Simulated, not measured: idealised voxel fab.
Process module in this document: voxel self aligned vias
Xsec cut, 180 nm wide, square cell size 5 nm.
A cross-section is a grid of square cells, given in bands from the top down. A band is one or more rows of cells. Heads up on the band format: heights come first, top then bottom, in nm. After that it's the materials left to right, each with its width in nm. A single material flagged "full width" fills the whole band edge to edge, and "empty" means there's empty space there. The reference from which all heights are counted is 0, the level beneath which the as-received wafer is entirely one material; the lowest band, having no lower bound, proceeds downward and is written after the example "0..down". When a width is written as two numbers, as in "30 to 40", the first number is the width in the top row of cells of the band and the second is the width in its bottom row, and the width changes by the same amount from each row to the next. What does "nothing altered" mean for a step? It means no cell of the cross-section changed in that step. Entry "Enclosed voids" = empty spaces >= 8 cells with no open way to the top; each as width x height at distance, distance from left edge, all nm. On each step's line, the part that comes after the settings is the simulator's own comment on the step. "overlay nm" denotes, for a step that has a mask, the displacement of the mask to the right of its planned place, with negative values corresponding to the left.

### Here's what the planned process steps look like
1. RECEIVE | material Si
2. CONFORMAL_DEP | material SiO2 | thk nm 10
3. CONFORMAL_DEP | material SiCN | thk nm 5
4. DIRECTIONAL_DEP | material lowk | thk nm 25
5. DIRECTIONAL_DEP | material aC | thk nm 15
6. PATTERN | tone open | mask id LINES | material resist | width nm 30 | pitch nm 55 | thk nm 30 | overlay nm 0
7. DIRECTIONAL_ETCH | etch materials aC | depth nm 15
8. STRIP | etch materials resist
9. DIRECTIONAL_ETCH | etch materials lowk | depth nm 25
10. STRIP | etch materials aC
11. CONFORMAL_DEP | material TiN | thk nm 5
12. FILL_DEP | material Ru | thk nm 5
13. CMP | height nm 40
14. SELECTIVE_ETCH | etch materials W Ru TiN | depth nm 10
15. FILL_DEP | material SiN | thk nm 5
16. CMP | height nm 40
17. DIRECTIONAL_DEP | material lowk | thk nm 20
18. DIRECTIONAL_DEP | material aC | thk nm 10
19. PATTERN | tone open | mask id VIAS | material resist | width nm 40 | pitch nm 55 | thk nm 30 | overlay nm 0
20. DIRECTIONAL_ETCH | etch materials aC | depth nm 10
21. STRIP | etch materials resist
22. DIRECTIONAL_ETCH | etch materials lowk | depth nm 20
23. DIRECTIONAL_ETCH | etch materials SiN | depth nm 10
24. STRIP | etch materials aC
25. CONFORMAL_DEP | material TiN | thk nm 5
26. FILL_DEP | material Cu | thk nm 5
27. CMP | height nm 60
28. CONFORMAL_DEP | material SiCN | thk nm 5
Same starting wafers, different thk nm at step 28. Plan value belongs to the first wafer.

### As-received state after step 1, first of several wafers, cross-section
* 0..down  Si full width
* Enclosed voids: none

### Gained (+) or lost (-) cells of each material since receipt, then closed voids: one row per wafer, at the end of the module
thk nm 5; +52 Cu; +16 Ru; +72 SiCN; +72 SiO2; +56 TiN; +200 lowk; Enclosed voids: none
thk nm 10; +52 Cu; +16 Ru; +108 SiCN; +72 SiO2; +56 TiN; +200 lowk; Enclosed voids: none
thk nm 15; +52 Cu; +16 Ru; +144 SiCN; +72 SiO2; +56 TiN; +200 lowk; Enclosed voids: none
thk nm 20; +52 Cu; +16 Ru; +180 SiCN; +72 SiO2; +56 TiN; +200 lowk; Enclosed voids: none
